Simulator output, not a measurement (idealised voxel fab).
process module | voxel tone inversion
cross-section cut | 250 nm wide | cells 5 nm
A cross-section is a grid of square cells, given in bands from the top down. A band is one or more rows of cells.
Each band's line starts with the height of the band's top and of its bottom, in nm. Then come its materials from left to right, each with its width in nm. One material with "throughout" fills the band from edge to edge. "air" is empty space.
Height 0 is the level under which the wafer as received is all one material. The lowest band goes on downwards, as in "0 down".
A width such as "30 to 40" changes by the same amount from each row of cells to the next, from the band's top row to its bottom row.
"no change" after a step means that no cell of the cross-section changed.
closed voids: empty space of 8 cells or more with no open way to the top, each as width x height at its distance from the left edge, in nm
after a step's settings: what the simulator itself notes on the step
overlay nm, on a step with a mask: how far to the right of its planned place the mask lay; to the left if negative
plan
1 op RECEIVE | material Si
2 op CONFORMAL_DEP | material SiN | thk nm 5
3 op DIRECTIONAL_DEP | material aC | thk nm 20
4 op PATTERN | tone cover | mask id POSTS | material resist | width nm 20 | pitch nm 45 | thk nm 30 | overlay nm 0
5 op DIRECTIONAL_ETCH | etch materials aC | depth nm 20
6 op STRIP | etch materials resist
7 op FILL_DEP | material SiO2 | thk nm 5
8 op CMP | height nm 25
9 op STRIP | etch materials aC
10 op CONFORMAL_DEP | material TiN | thk nm 5
11 op FILL_DEP | material W | thk nm 5
12 op CMP | height nm 25
13 op CONFORMAL_DEP | material SiCN | thk nm 5
first wafer, as planned
as received, after step 1
  0 down: Si throughout
  closed voids: none
after step 2
  5 to 0: SiN throughout
  below 0: unchanged
after step 3
  25 to 5: aC throughout
  below 5: unchanged
after step 4
  55 to 25: air 90 | resist 20 | air 25 | resist 20 | air 95
  below 25: unchanged
after step 5
  35 to 25: air 90 | resist 20 | air 25 | resist 20 | air 95
  25 to 5: air 90 | aC 20 | air 25 | aC 20 | air 95
  below 5: unchanged
after step 6
  25 to 5: air 90 | aC 20 | air 25 | aC 20 | air 95
  below 5: unchanged
after step 7
  30 to 25: SiO2 throughout
  25 to 5: SiO2 90 | aC 20 | SiO2 25 | aC 20 | SiO2 95
  below 5: unchanged
after step 8
  25 to 5: SiO2 90 | aC 20 | SiO2 25 | aC 20 | SiO2 95
  below 5: unchanged
after step 9
  25 to 5: SiO2 90 | air 20 | SiO2 25 | air 20 | SiO2 95
  below 5: unchanged
after step 10
  30 to 25: TiN 95 | air 10 | TiN 35 | air 10 | TiN 100
  25 to 10: SiO2 90 | TiN 5 | air 10 | TiN 5 | SiO2 25 | TiN 5 | air 10 | TiN 5 | SiO2 95
  10 to 5: SiO2 90 | TiN 20 | SiO2 25 | TiN 20 | SiO2 95
  below 5: unchanged
after step 11
  35 to 30: W throughout
  30 to 25: TiN 95 | W 10 | TiN 35 | W 10 | TiN 100
  25 to 10: SiO2 90 | TiN 5 | W 10 | TiN 5 | SiO2 25 | TiN 5 | W 10 | TiN 5 | SiO2 95
  below 10: unchanged
after step 12
  25 to 10: SiO2 90 | TiN 5 | W 10 | TiN 5 | SiO2 25 | TiN 5 | W 10 | TiN 5 | SiO2 95
  below 10: unchanged
after step 13
  30 to 25: SiCN throughout
  below 25: unchanged
second wafer: like start, like plan, one mistake. Through step 1 it matches the first wafer
when step 2 should have ended
  20 to 0: aC throughout
  below 0: unchanged
when step 3 should have ended
  25 to 20: SiN throughout
  below 20: unchanged
when step 4 should have ended
  55 to 25: air 90 | resist 20 | air 25 | resist 20 | air 95
  below 25: unchanged
when step 5 should have ended
  35 to 25: air 90 | resist 20 | air 25 | resist 20 | air 95
  below 25: unchanged
when step 6 should have ended
  25 to 20: SiN throughout
  below 20: unchanged
when step 7 should have ended
  30 to 25: SiO2 throughout
  below 25: unchanged
when step 8 should have ended
  25 to 20: SiN throughout
  below 20: unchanged
when step 9 should have ended: no change
when step 10 should have ended
  30 to 25: TiN throughout
  below 25: unchanged
when step 11 should have ended
  35 to 30: W throughout
  below 30: unchanged
when step 12 should have ended
  25 to 20: SiN throughout
  below 20: unchanged
when step 13 should have ended
  30 to 25: SiCN throughout
  below 25: unchanged
what went wrong: steps 2 and 3 were swapped
at the end the second wafer has, in cells: 168 fewer of SiO2 | 20 fewer of TiN | 12 fewer of W | 200 more of aC
